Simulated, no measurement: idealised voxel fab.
process module | voxel local oxidation
cross-section cut | 265 nm wide | cells 5 nm
A cross-section is a grid of square cells, given in bands from the top down. A band is one or more rows of cells.
Each band's line starts with the height of the band's top and of its bottom, in nm. Then come its materials from left to right, each with its width in nm. One material with "throughout" fills the band from edge to edge. "air" is empty space.
Height 0 is the level under which the wafer as received is all one material. The lowest band goes on downwards, as in "0 down".
A width such as "30 to 40" changes by the same amount from each row of cells to the next, from the band's top row to its bottom row.
"no change" after a step means that no cell of the cross-section changed.
closed voids: empty space of 8 cells or more with no open way to the top, each as width x height at its distance from the left edge, in nm
after a step's settings: what the simulator itself notes on the step
overlay nm, on a step with a mask: how far to the right of its planned place the mask lay; to the left if negative
plan
1 op RECEIVE | material Si
2 op OXIDIZE | depth nm 5
3 op CONFORMAL_DEP | material SiN | thk nm 10
4 op MASKED_ETCH | tone cover | mask id ACTIVE | width nm 130 | etch materials SiN | depth nm 10 | overlay nm 0
5 op SELECTIVE_ETCH | etch materials SiO2 | depth nm 5
6 op OXIDIZE | depth nm 15
7 op STRIP | etch materials SiN
as received, after step 1
  0 down: Si throughout
  closed voids: none
a wafer at the end: this start, this plan, one mistake
  0 to -5: SiO2 60 | air 140 | SiO2 65
  -5 to -20: Si 45 | SiO2 170 | Si 50
  -20 down: Si throughout
  closed voids: none
what went wrong: step 4 ran as: op MASKED_ETCH | tone open | mask id ACTIVE | width nm 130 | etch materials SiN | depth nm 10 | overlay nm 0
